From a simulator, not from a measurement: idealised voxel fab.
process module | voxel transistor to metal
cross-section cut | 180 nm wide | cells 5 nm
A cross-section is a grid of square cells, given in bands from the top down. A band is one or more rows of cells.
Each band's line starts with the height of the band's top and of its bottom, in nm. Then come its materials from left to right, each with its width in nm. One material with "throughout" fills the band from edge to edge. "air" is empty space.
Height 0 is the level under which the wafer as received is all one material. The lowest band goes on downwards, as in "0 down".
A width such as "30 to 40" changes by the same amount from each row of cells to the next, from the band's top row to its bottom row.
"no change" after a step means that no cell of the cross-section changed.
closed voids: empty space of 8 cells or more with no open way to the top, each as width x height at its distance from the left edge, in nm
after a step's settings: what the simulator itself notes on the step
overlay nm, on a step with a mask: how far to the right of its planned place the mask lay; to the left if negative
plan
1 op RECEIVE | material Si
2 op OXIDIZE | depth nm 5
3 op CONFORMAL_DEP | material SiN | thk nm 15
4 op DIRECTIONAL_DEP | material aC | thk nm 15
5 op PATTERN | tone cover | mask id ACTIVE | material resist | width nm 95 | thk nm 35 | overlay nm 0
6 op DIRECTIONAL_ETCH | etch materials aC | depth nm 15
7 op STRIP | etch materials resist
8 op DIRECTIONAL_ETCH | etch materials SiN | depth nm 15
9 op DIRECTIONAL_ETCH | etch materials SiO2 | depth nm 5
10 op DIRECTIONAL_ETCH | etch materials Si | depth nm 20
11 op STRIP | etch materials aC
12 op OXIDIZE | depth nm 5
13 op FILL_DEP | material SiO2 | thk nm 15
14 op CMP | height nm 15
15 op SELECTIVE_ETCH | etch materials SiO2 | depth nm 5
16 op STRIP | etch materials SiN
17 op SELECTIVE_ETCH | etch materials SiO2 | depth nm 5
18 op OXIDIZE | depth nm 5
19 op DIRECTIONAL_DEP | material polySi | thk nm 20
20 op DIRECTIONAL_DEP | material SiCN | thk nm 15
21 op DIRECTIONAL_DEP | material aC | thk nm 10
22 op PATTERN | tone cover | mask id GATE | material resist | width nm 15 | thk nm 30 | overlay nm 0
23 op DIRECTIONAL_ETCH | etch materials aC | depth nm 10
24 op STRIP | etch materials resist
25 op DIRECTIONAL_ETCH | etch materials SiCN | depth nm 25
26 op DIRECTIONAL_ETCH | etch materials polySi | depth nm 30
27 op STRIP | etch materials aC
28 op CONFORMAL_DEP | material SiO2 | thk nm 5
29 op DIRECTIONAL_ETCH | etch materials SiO2 | depth nm 5
30 op CONFORMAL_DEP | material SiN | thk nm 5
31 op DIRECTIONAL_ETCH | etch materials SiN | depth nm 5
32 op DIRECTIONAL_ETCH | etch materials SiO2 | depth nm 5
33 op DIRECTIONAL_ETCH | etch materials Si | depth nm 10
34 op EPI | material SiGe | thk nm 10
35 op FILL_DEP | material SiO2 | thk nm 10
36 op CMP | height nm 30
37 op DIRECTIONAL_DEP | material SiO2 | thk nm 10
38 op DIRECTIONAL_DEP | material aC | thk nm 10
39 op PATTERN | tone open | mask id CONTACT | material resist | width nm 30 | pitch nm 55 | thk nm 25 | overlay nm 0
40 op DIRECTIONAL_ETCH | etch materials aC | depth nm 10
41 op STRIP | etch materials resist
42 op DIRECTIONAL_ETCH | etch materials SiO2 | depth nm 50
43 op STRIP | etch materials aC
44 op CONFORMAL_DEP | material TiN | thk nm 5
45 op FILL_DEP | material Ru | thk nm 10
46 op CMP | height nm 40
47 op CONFORMAL_DEP | material SiN | thk nm 5
48 op DIRECTIONAL_DEP | material lowk | thk nm 20
49 op PATTERN | tone open | mask id METAL_1 | material resist | width nm 15 | pitch nm 70 | thk nm 20 | overlay nm 0
50 op DIRECTIONAL_ETCH | etch materials lowk | depth nm 20
51 op DIRECTIONAL_ETCH | etch materials SiN | depth nm 5
52 op STRIP | etch materials resist
53 op CONFORMAL_DEP | material TiN | thk nm 5
54 op FILL_DEP | material Ru | thk nm 5
55 op CMP | height nm 65
56 op EPI | material Ru | thk nm 5
57 op FILL_DEP | material SiCN | thk nm 5
58 op DIRECTIONAL_DEP | material lowk | thk nm 30
59 op DIRECTIONAL_DEP | material aC | thk nm 15
60 op PATTERN | tone open | mask id METAL_2 | material resist | width nm 15 | pitch nm 70 | thk nm 35 | overlay nm 0
61 op DIRECTIONAL_ETCH | etch materials aC | depth nm 15
62 op STRIP | etch materials resist
63 op DIRECTIONAL_ETCH | etch materials lowk | depth nm 15
64 op STRIP | etch materials aC
65 op DIRECTIONAL_DEP | material aC | thk nm 10
66 op PATTERN | tone open | mask id METAL_2_HOLES | material resist | width nm 15 | pitch nm 70 | thk nm 30 | overlay nm 0
67 op DIRECTIONAL_ETCH | etch materials aC | depth nm 10
68 op STRIP | etch materials resist
69 op DIRECTIONAL_ETCH | etch materials lowk | depth nm 15
70 op DIRECTIONAL_ETCH | etch materials SiCN | depth nm 5
71 op STRIP | etch materials aC
72 op CONFORMAL_DEP | material TiN | thk nm 5
73 op FILL_DEP | material Cu | thk nm 5
74 op CMP | height nm 105
75 op CONFORMAL_DEP | material SiCN | thk nm 5
first wafer, as planned
as received, after step 1
  0 down: Si throughout
  closed voids: none
after step 2
  0 to -5: SiO2 throughout
  below -5: unchanged
after step 3
  15 to 0: SiN throughout
  below 0: unchanged
after step 4
  30 to 15: aC throughout
  below 15: unchanged
after step 5
  65 to 30: air 40 | resist 95 | air 45
  below 30: unchanged
after step 6
  50 to 30: air 40 | resist 95 | air 45
  30 to 15: air 40 | aC 95 | air 45
  below 15: unchanged
after step 7
  30 to 15: air 40 | aC 95 | air 45
  below 15: unchanged
after step 8
  30 to 15: air 40 | aC 95 | air 45
  15 to 0: air 40 | SiN 95 | air 45
  below 0: unchanged
after step 9
  30 to 15: air 40 | aC 95 | air 45
  15 to 0: air 40 | SiN 95 | air 45
  0 to -5: air 40 | SiO2 95 | air 45
  below -5: unchanged
after step 10
  30 to 15: air 40 | aC 95 | air 45
  15 to 0: air 40 | SiN 95 | air 45
  0 to -5: air 40 | SiO2 95 | air 45
  -5 to -25: air 40 | Si 95 | air 45
  below -25: unchanged
after step 11
  15 to 0: air 40 | SiN 95 | air 45
  below 0: unchanged
after step 12
  15 to 0: air 40 | SiN 95 | air 45
  0 to -5: air 40 | SiO2 95 | air 45
  -5 to -25: air 40 | SiO2 5 | Si 85 | SiO2 5 | air 45
  -25 to -30: SiO2 45 | Si 85 | SiO2 50
  below -30: unchanged
after step 13
  30 to 15: SiO2 throughout
  15 to 0: SiO2 40 | SiN 95 | SiO2 45
  0 to -5: SiO2 throughout
  -5 to -30: SiO2 45 | Si 85 | SiO2 50
  below -30: unchanged
after step 14
  15 to 0: SiO2 40 | SiN 95 | SiO2 45
  below 0: unchanged
after step 15
  15 to 10: air 40 | SiN 95 | air 45
  below 10: unchanged
after step 16
  10 to 0: SiO2 40 | air 95 | SiO2 45
  below 0: unchanged
after step 17
  5 to -5: SiO2 35 | air 105 | SiO2 40
  below -5: unchanged
after step 18
  5 to -5: SiO2 35 | air 105 | SiO2 40
  -5 to -10: SiO2 throughout
  below -10: unchanged
after step 19
  25 to 15: polySi 35 | air 105 | polySi 40
  15 to 5: polySi throughout
  5 to -5: SiO2 35 | polySi 105 | SiO2 40
  below -5: unchanged
after step 20
  40 to 30: SiCN 35 | air 105 | SiCN 40
  30 to 25: SiCN throughout
  25 to 15: polySi 35 | SiCN 105 | polySi 40
  below 15: unchanged
after step 21
  50 to 40: aC 35 | air 105 | aC 40
  40 to 30: SiCN 35 | aC 105 | SiCN 40
  below 30: unchanged
after step 22
  80 to 50: air 80 | resist 15 | air 85
  50 to 40: aC 35 | air 45 | resist 15 | air 45 | aC 40
  below 40: unchanged
after step 23
  70 to 40: air 80 | resist 15 | air 85
  40 to 30: SiCN 35 | air 45 | aC 15 | air 45 | SiCN 40
  below 30: unchanged
after step 24
  40 to 30: SiCN 35 | air 45 | aC 15 | air 45 | SiCN 40
  below 30: unchanged
after step 25
  40 to 30: air 80 | aC 15 | air 85
  30 to 25: air 80 | SiCN 15 | air 85
  25 to 15: polySi 35 | air 45 | SiCN 15 | air 45 | polySi 40
  below 15: unchanged
after step 26
  40 to 30: air 80 | aC 15 | air 85
  30 to 15: air 80 | SiCN 15 | air 85
  15 to 5: air 80 | polySi 15 | air 85
  5 to -5: SiO2 35 | air 45 | polySi 15 | air 45 | SiO2 40
  below -5: unchanged
after step 27
  30 to 15: air 80 | SiCN 15 | air 85
  below 15: unchanged
after step 28
  35 to 30: air 75 | SiO2 25 | air 80
  30 to 15: air 75 | SiO2 5 | SiCN 15 | SiO2 5 | air 80
  15 to 10: air 75 | SiO2 5 | polySi 15 | SiO2 5 | air 80
  10 to 0: SiO2 40 | air 35 | SiO2 5 | polySi 15 | SiO2 5 | air 35 | SiO2 45
  0 to -5: SiO2 80 | polySi 15 | SiO2 85
  below -5: unchanged
after step 29
  30 to 15: air 75 | SiO2 5 | SiCN 15 | SiO2 5 | air 80
  15 to 5: air 75 | SiO2 5 | polySi 15 | SiO2 5 | air 80
  5 to -5: SiO2 40 | air 35 | SiO2 5 | polySi 15 | SiO2 5 | air 35 | SiO2 45
  below -5: unchanged
after step 30
  35 to 30: air 70 | SiN 35 | air 75
  30 to 15: air 70 | SiN 5 | SiO2 5 | SiCN 15 | SiO2 5 | SiN 5 | air 75
  15 to 10: air 70 | SiN 5 | SiO2 5 | polySi 15 | SiO2 5 | SiN 5 | air 75
  10 to 5: SiN 45 | air 25 | SiN 5 | SiO2 5 | polySi 15 | SiO2 5 | SiN 5 | air 25 | SiN 50
  5 to 0: SiO2 40 | SiN 5 | air 25 | SiN 5 | SiO2 5 | polySi 15 | SiO2 5 | SiN 5 | air 25 | SiN 5 | SiO2 45
  0 to -5: SiO2 40 | SiN 35 | SiO2 5 | polySi 15 | SiO2 5 | SiN 35 | SiO2 45
  below -5: unchanged
after step 31
  30 to 15: air 70 | SiN 5 | SiO2 5 | SiCN 15 | SiO2 5 | SiN 5 | air 75
  15 to 5: air 70 | SiN 5 | SiO2 5 | polySi 15 | SiO2 5 | SiN 5 | air 75
  5 to -5: SiO2 40 | SiN 5 | air 25 | SiN 5 | SiO2 5 | polySi 15 | SiO2 5 | SiN 5 | air 25 | SiN 5 | SiO2 45
  below -5: unchanged
after step 32
  30 to 25: air 70 | SiN 5 | air 5 | SiCN 15 | air 5 | SiN 5 | air 75
  25 to 15: air 70 | SiN 5 | SiO2 5 | SiCN 15 | SiO2 5 | SiN 5 | air 75
  15 to 5: air 70 | SiN 5 | SiO2 5 | polySi 15 | SiO2 5 | SiN 5 | air 75
  5 to 0: air 40 | SiN 5 | air 25 | SiN 5 | SiO2 5 | polySi 15 | SiO2 5 | SiN 5 | air 25 | SiN 5 | air 45
  0 to -5: SiO2 40 | SiN 5 | air 25 | SiN 5 | SiO2 5 | polySi 15 | SiO2 5 | SiN 5 | air 25 | SiN 5 | SiO2 45
  -5 to -10: SiO2 45 | air 25 | SiO2 35 | air 25 | SiO2 50
  below -10: unchanged
after step 33
  30 to 25: air 70 | SiN 5 | air 5 | SiCN 15 | air 5 | SiN 5 | air 75
  25 to 15: air 70 | SiN 5 | SiO2 5 | SiCN 15 | SiO2 5 | SiN 5 | air 75
  15 to 5: air 70 | SiN 5 | SiO2 5 | polySi 15 | SiO2 5 | SiN 5 | air 75
  5 to 0: air 40 | SiN 5 | air 25 | SiN 5 | SiO2 5 | polySi 15 | SiO2 5 | SiN 5 | air 25 | SiN 5 | air 45
  0 to -5: SiO2 40 | SiN 5 | air 25 | SiN 5 | SiO2 5 | polySi 15 | SiO2 5 | SiN 5 | air 25 | SiN 5 | SiO2 45
  -5 to -10: SiO2 45 | air 25 | SiO2 35 | air 25 | SiO2 50
  -10 to -20: SiO2 45 | air 25 | Si 35 | air 25 | SiO2 50
  below -20: unchanged
after step 34
  30 to 25: air 70 | SiN 5 | air 5 | SiCN 15 | air 5 | SiN 5 | air 75
  25 to 15: air 70 | SiN 5 | SiO2 5 | SiCN 15 | SiO2 5 | SiN 5 | air 75
  15 to 5: air 70 | SiN 5 | SiO2 5 | polySi 15 | SiO2 5 | SiN 5 | air 75
  5 to 0: air 40 | SiN 5 | air 25 | SiN 5 | SiO2 5 | polySi 15 | SiO2 5 | SiN 5 | air 25 | SiN 5 | air 45
  0 to -5: SiO2 40 | SiN 5 | air 15 | SiGe 10 | SiN 5 | SiO2 5 | polySi 15 | SiO2 5 | SiN 5 | SiGe 10 | air 15 | SiN 5 | SiO2 45
  -5 to -10: SiO2 45 | air 15 | SiGe 10 | SiO2 35 | SiGe 10 | air 15 | SiO2 50
  -10 to -20: SiO2 45 | SiGe 25 | Si 35 | SiGe 25 | SiO2 50
  below -20: unchanged
after step 35
  40 to 30: SiO2 throughout
  30 to 15: SiO2 70 | SiN 5 | SiO2 5 | SiCN 15 | SiO2 5 | SiN 5 | SiO2 75
  15 to 5: SiO2 70 | SiN 5 | SiO2 5 | polySi 15 | SiO2 5 | SiN 5 | SiO2 75
  5 to 0: SiO2 40 | SiN 5 | SiO2 25 | SiN 5 | SiO2 5 | polySi 15 | SiO2 5 | SiN 5 | SiO2 25 | SiN 5 | SiO2 45
  0 to -5: SiO2 40 | SiN 5 | SiO2 15 | SiGe 10 | SiN 5 | SiO2 5 | polySi 15 | SiO2 5 | SiN 5 | SiGe 10 | SiO2 15 | SiN 5 | SiO2 45
  -5 to -10: SiO2 60 | SiGe 10 | SiO2 35 | SiGe 10 | SiO2 65
  below -10: unchanged
after step 36
  30 to 15: SiO2 70 | SiN 5 | SiO2 5 | SiCN 15 | SiO2 5 | SiN 5 | SiO2 75
  below 15: unchanged
after step 37
  40 to 30: SiO2 throughout
  below 30: unchanged
after step 38
  50 to 40: aC throughout
  below 40: unchanged
after step 39
  75 to 50: resist 45 | air 30 | resist 25 | air 30 | resist 50
  below 50: unchanged
after step 40
  65 to 50: resist 45 | air 30 | resist 25 | air 30 | resist 50
  50 to 40: aC 45 | air 30 | aC 25 | air 30 | aC 50
  below 40: unchanged
after step 41
  50 to 40: aC 45 | air 30 | aC 25 | air 30 | aC 50
  below 40: unchanged
after step 42
  50 to 40: aC 45 | air 30 | aC 25 | air 30 | aC 50
  40 to 30: SiO2 45 | air 30 | SiO2 25 | air 30 | SiO2 50
  30 to 15: SiO2 45 | air 25 | SiN 5 | SiO2 5 | SiCN 15 | SiO2 5 | SiN 5 | air 25 | SiO2 50
  15 to 5: SiO2 45 | air 25 | SiN 5 | SiO2 5 | polySi 15 | SiO2 5 | SiN 5 | air 25 | SiO2 50
  5 to 0: SiO2 40 | SiN 5 | air 25 | SiN 5 | SiO2 5 | polySi 15 | SiO2 5 | SiN 5 | air 25 | SiN 5 | SiO2 45
  0 to -5: SiO2 40 | SiN 5 | air 15 | SiGe 10 | SiN 5 | SiO2 5 | polySi 15 | SiO2 5 | SiN 5 | SiGe 10 | air 15 | SiN 5 | SiO2 45
  -5 to -10: SiO2 45 | air 15 | SiGe 10 | SiO2 35 | SiGe 10 | air 15 | SiO2 50
  below -10: unchanged
after step 43
  40 to 30: SiO2 45 | air 30 | SiO2 25 | air 30 | SiO2 50
  below 30: unchanged
after step 44
  45 to 40: TiN 50 | air 20 | TiN 35 | air 20 | TiN 55
  40 to 30: SiO2 45 | TiN 5 | air 20 to 15 | TiN 5 to 10 | SiO2 25 | TiN 5 to 10 | air 20 to 15 | TiN 5 | SiO2 50
  30 to 15: SiO2 45 | TiN 5 | air 15 | TiN 5 | SiN 5 | SiO2 5 | SiCN 15 | SiO2 5 | SiN 5 | TiN 5 | air 15 | TiN 5 | SiO2 50
  15 to 5: SiO2 45 | TiN 5 | air 15 | TiN 5 | SiN 5 | SiO2 5 | polySi 15 | SiO2 5 | SiN 5 | TiN 5 | air 15 | TiN 5 | SiO2 50
  5 to 0: SiO2 40 | SiN 5 | TiN 5 | air 5 | TiN 15 | SiN 5 | SiO2 5 | polySi 15 | SiO2 5 | SiN 5 | TiN 15 | air 5 | TiN 5 | SiN 5 | SiO2 45
  0 to -5: SiO2 40 | SiN 5 | TiN 5 | air 5 | TiN 5 | SiGe 10 | SiN 5 | SiO2 5 | polySi 15 | SiO2 5 | SiN 5 | SiGe 10 | TiN 5 | air 5 | TiN 5 | SiN 5 | SiO2 45
  -5 to -10: SiO2 45 | TiN 15 | SiGe 10 | SiO2 35 | SiGe 10 | TiN 15 | SiO2 50
  below -10: unchanged
after step 45
  55 to 45: Ru throughout
  45 to 40: TiN 50 | Ru 20 | TiN 35 | Ru 20 | TiN 55
  40 to 30: SiO2 45 | TiN 5 | Ru 20 to 15 | TiN 5 to 10 | SiO2 25 | TiN 5 to 10 | Ru 20 to 15 | TiN 5 | SiO2 50
  30 to 15: SiO2 45 | TiN 5 | Ru 15 | TiN 5 | SiN 5 | SiO2 5 | SiCN 15 | SiO2 5 | SiN 5 | TiN 5 | Ru 15 | TiN 5 | SiO2 50
  15 to 5: SiO2 45 | TiN 5 | Ru 15 | TiN 5 | SiN 5 | SiO2 5 | polySi 15 | SiO2 5 | SiN 5 | TiN 5 | Ru 15 | TiN 5 | SiO2 50
  5 to 0: SiO2 40 | SiN 5 | TiN 5 | Ru 5 | TiN 15 | SiN 5 | SiO2 5 | polySi 15 | SiO2 5 | SiN 5 | TiN 15 | Ru 5 | TiN 5 | SiN 5 | SiO2 45
  0 to -5: SiO2 40 | SiN 5 | TiN 5 | Ru 5 | TiN 5 | SiGe 10 | SiN 5 | SiO2 5 | polySi 15 | SiO2 5 | SiN 5 | SiGe 10 | TiN 5 | Ru 5 | TiN 5 | SiN 5 | SiO2 45
  below -5: unchanged
after step 46
  40 to 30: SiO2 45 | TiN 5 | Ru 20 to 15 | TiN 5 to 10 | SiO2 25 | TiN 5 to 10 | Ru 20 to 15 | TiN 5 | SiO2 50
  below 30: unchanged
after step 47
  45 to 40: SiN throughout
  below 40: unchanged
after step 48
  65 to 45: lowk throughout
  below 45: unchanged
after step 49
  85 to 65: resist 45 | air 15 | resist 55 | air 15 | resist 50
  below 65: unchanged
after step 50
  85 to 65: resist 45 | air 15 | resist 55 | air 15 | resist 50
  65 to 45: lowk 45 | air 15 | lowk 55 | air 15 | lowk 50
  below 45: unchanged
after step 51
  85 to 65: resist 45 | air 15 | resist 55 | air 15 | resist 50
  65 to 45: lowk 45 | air 15 | lowk 55 | air 15 | lowk 50
  45 to 40: SiN 45 | air 15 | SiN 55 | air 15 | SiN 50
  below 40: unchanged
after step 52
  65 to 45: lowk 45 | air 15 | lowk 55 | air 15 | lowk 50
  below 45: unchanged
after step 53
  70 to 65: TiN 50 | air 5 | TiN 65 | air 5 | TiN 55
  65 to 45: lowk 45 | TiN 5 | air 5 | TiN 5 | lowk 55 | TiN 5 | air 5 | TiN 5 | lowk 50
  45 to 40: SiN 45 | TiN 15 | SiN 55 | TiN 15 | SiN 50
  below 40: unchanged
after step 54
  75 to 70: Ru throughout
  70 to 65: TiN 50 | Ru 5 | TiN 65 | Ru 5 | TiN 55
  65 to 45: lowk 45 | TiN 5 | Ru 5 | TiN 5 | lowk 55 | TiN 5 | Ru 5 | TiN 5 | lowk 50
  below 45: unchanged
after step 55
  65 to 45: lowk 45 | TiN 5 | Ru 5 | TiN 5 | lowk 55 | TiN 5 | Ru 5 | TiN 5 | lowk 50
  below 45: unchanged
after step 56
  70 to 65: air 40 | Ru 25 | air 45 | Ru 25 | air 45
  below 65: unchanged
after step 57
  75 to 70: SiCN throughout
  70 to 65: SiCN 40 | Ru 25 | SiCN 45 | Ru 25 | SiCN 45
  below 65: unchanged
after step 58
  105 to 75: lowk throughout
  below 75: unchanged
after step 59
  120 to 105: aC throughout
  below 105: unchanged
after step 60
  155 to 120: resist 45 | air 15 | resist 55 | air 15 | resist 50
  below 120: unchanged
after step 61
  140 to 120: resist 45 | air 15 | resist 55 | air 15 | resist 50
  120 to 105: aC 45 | air 15 | aC 55 | air 15 | aC 50
  below 105: unchanged
after step 62
  120 to 105: aC 45 | air 15 | aC 55 | air 15 | aC 50
  below 105: unchanged
after step 63
  120 to 105: aC 45 | air 15 | aC 55 | air 15 | aC 50
  105 to 90: lowk 45 | air 15 | lowk 55 | air 15 | lowk 50
  below 90: unchanged
after step 64
  105 to 90: lowk 45 | air 15 | lowk 55 | air 15 | lowk 50
  below 90: unchanged
after step 65
  115 to 105: aC 45 | air 15 | aC 55 | air 15 | aC 50
  105 to 100: lowk 45 | air 15 | lowk 55 | air 15 | lowk 50
  100 to 90: lowk 45 | aC 15 | lowk 55 | aC 15 | lowk 50
  below 90: unchanged
after step 66
  145 to 115: resist 45 | air 15 | resist 55 | air 15 | resist 50
  below 115: unchanged
after step 67
  135 to 115: resist 45 | air 15 | resist 55 | air 15 | resist 50
  115 to 105: aC 45 | air 15 | aC 55 | air 15 | aC 50
  105 to 90: lowk 45 | air 15 | lowk 55 | air 15 | lowk 50
  below 90: unchanged
after step 68
  115 to 105: aC 45 | air 15 | aC 55 | air 15 | aC 50
  below 105: unchanged
after step 69
  115 to 105: aC 45 | air 15 | aC 55 | air 15 | aC 50
  105 to 75: lowk 45 | air 15 | lowk 55 | air 15 | lowk 50
  below 75: unchanged
after step 70
  115 to 105: aC 45 | air 15 | aC 55 | air 15 | aC 50
  105 to 75: lowk 45 | air 15 | lowk 55 | air 15 | lowk 50
  75 to 70: SiCN 45 | air 15 | SiCN 55 | air 15 | SiCN 50
  below 70: unchanged
after step 71
  105 to 75: lowk 45 | air 15 | lowk 55 | air 15 | lowk 50
  below 75: unchanged
after step 72
  110 to 105: TiN 50 | air 5 | TiN 65 | air 5 | TiN 55
  105 to 75: lowk 45 | TiN 5 | air 5 | TiN 5 | lowk 55 | TiN 5 | air 5 | TiN 5 | lowk 50
  75 to 70: SiCN 45 | TiN 15 | SiCN 55 | TiN 15 | SiCN 50
  below 70: unchanged
after step 73
  115 to 110: Cu throughout
  110 to 105: TiN 50 | Cu 5 | TiN 65 | Cu 5 | TiN 55
  105 to 75: lowk 45 | TiN 5 | Cu 5 | TiN 5 | lowk 55 | TiN 5 | Cu 5 | TiN 5 | lowk 50
  below 75: unchanged
after step 74
  105 to 75: lowk 45 | TiN 5 | Cu 5 | TiN 5 | lowk 55 | TiN 5 | Cu 5 | TiN 5 | lowk 50
  below 75: unchanged
after step 75
  110 to 105: SiCN throughout
  below 105: unchanged
second wafer: like start, like plan, one mistake. Through step 47 it matches the first wafer
when step 48 should have ended
  55 to 45: lowk throughout
  below 45: unchanged
when step 49 should have ended
  75 to 55: resist 45 | air 15 | resist 55 | air 15 | resist 50
  below 55: unchanged
when step 50 should have ended
  75 to 55: resist 45 | air 15 | resist 55 | air 15 | resist 50
  55 to 45: lowk 45 | air 15 | lowk 55 | air 15 | lowk 50
  below 45: unchanged
when step 51 should have ended
  75 to 55: resist 45 | air 15 | resist 55 | air 15 | resist 50
  55 to 45: lowk 45 | air 15 | lowk 55 | air 15 | lowk 50
  45 to 40: SiN 45 | air 15 | SiN 55 | air 15 | SiN 50
  below 40: unchanged
when step 52 should have ended
  55 to 45: lowk 45 | air 15 | lowk 55 | air 15 | lowk 50
  below 45: unchanged
when step 53 should have ended
  60 to 55: TiN 50 | air 5 | TiN 65 | air 5 | TiN 55
  55 to 45: lowk 45 | TiN 5 | air 5 | TiN 5 | lowk 55 | TiN 5 | air 5 | TiN 5 | lowk 50
  45 to 40: SiN 45 | TiN 15 | SiN 55 | TiN 15 | SiN 50
  below 40: unchanged
when step 54 should have ended
  65 to 60: Ru throughout
  60 to 55: TiN 50 | Ru 5 | TiN 65 | Ru 5 | TiN 55
  55 to 45: lowk 45 | TiN 5 | Ru 5 | TiN 5 | lowk 55 | TiN 5 | Ru 5 | TiN 5 | lowk 50
  below 45: unchanged
when step 55 should have ended: no change
when step 56 should have ended
  70 to 60: Ru throughout
  below 60: unchanged
when step 57 should have ended
  75 to 70: SiCN throughout
  below 70: unchanged
when step 58 should have ended
  105 to 75: lowk throughout
  below 75: unchanged
when step 59 should have ended
  120 to 105: aC throughout
  below 105: unchanged
when step 60 should have ended
  155 to 120: resist 45 | air 15 | resist 55 | air 15 | resist 50
  below 120: unchanged
when step 61 should have ended
  140 to 120: resist 45 | air 15 | resist 55 | air 15 | resist 50
  120 to 105: aC 45 | air 15 | aC 55 | air 15 | aC 50
  below 105: unchanged
when step 62 should have ended
  120 to 105: aC 45 | air 15 | aC 55 | air 15 | aC 50
  below 105: unchanged
when step 63 should have ended
  120 to 105: aC 45 | air 15 | aC 55 | air 15 | aC 50
  105 to 90: lowk 45 | air 15 | lowk 55 | air 15 | lowk 50
  below 90: unchanged
when step 64 should have ended
  105 to 90: lowk 45 | air 15 | lowk 55 | air 15 | lowk 50
  below 90: unchanged
when step 65 should have ended
  115 to 105: aC 45 | air 15 | aC 55 | air 15 | aC 50
  105 to 100: lowk 45 | air 15 | lowk 55 | air 15 | lowk 50
  100 to 90: lowk 45 | aC 15 | lowk 55 | aC 15 | lowk 50
  below 90: unchanged
when step 66 should have ended
  145 to 115: resist 45 | air 15 | resist 55 | air 15 | resist 50
  below 115: unchanged
when step 67 should have ended
  135 to 115: resist 45 | air 15 | resist 55 | air 15 | resist 50
  115 to 105: aC 45 | air 15 | aC 55 | air 15 | aC 50
  105 to 90: lowk 45 | air 15 | lowk 55 | air 15 | lowk 50
  below 90: unchanged
when step 68 should have ended
  115 to 105: aC 45 | air 15 | aC 55 | air 15 | aC 50
  below 105: unchanged
when step 69 should have ended
  115 to 105: aC 45 | air 15 | aC 55 | air 15 | aC 50
  105 to 75: lowk 45 | air 15 | lowk 55 | air 15 | lowk 50
  below 75: unchanged
when step 70 should have ended
  115 to 105: aC 45 | air 15 | aC 55 | air 15 | aC 50
  105 to 75: lowk 45 | air 15 | lowk 55 | air 15 | lowk 50
  75 to 70: SiCN 45 | air 15 | SiCN 55 | air 15 | SiCN 50
  below 70: unchanged
when step 71 should have ended
  105 to 75: lowk 45 | air 15 | lowk 55 | air 15 | lowk 50
  below 75: unchanged
when step 72 should have ended
  110 to 105: TiN 50 | air 5 | TiN 65 | air 5 | TiN 55
  105 to 75: lowk 45 | TiN 5 | air 5 | TiN 5 | lowk 55 | TiN 5 | air 5 | TiN 5 | lowk 50
  75 to 70: SiCN 45 | TiN 15 | SiCN 55 | TiN 15 | SiCN 50
  below 70: unchanged
when step 73 should have ended
  115 to 110: Cu throughout
  110 to 105: TiN 50 | Cu 5 | TiN 65 | Cu 5 | TiN 55
  105 to 75: lowk 45 | TiN 5 | Cu 5 | TiN 5 | lowk 55 | TiN 5 | Cu 5 | TiN 5 | lowk 50
  below 75: unchanged
when step 74 should have ended
  105 to 75: lowk 45 | TiN 5 | Cu 5 | TiN 5 | lowk 55 | TiN 5 | Cu 5 | TiN 5 | lowk 50
  below 75: unchanged
when step 75 should have ended
  110 to 105: SiCN throughout
  below 105: unchanged
what went wrong: step 48 ran as: op DIRECTIONAL_DEP | material lowk | thk nm 10
at the end the second wafer has, in cells: 60 more of Ru | 26 fewer of SiCN | 26 more of TiN | 60 fewer of lowk
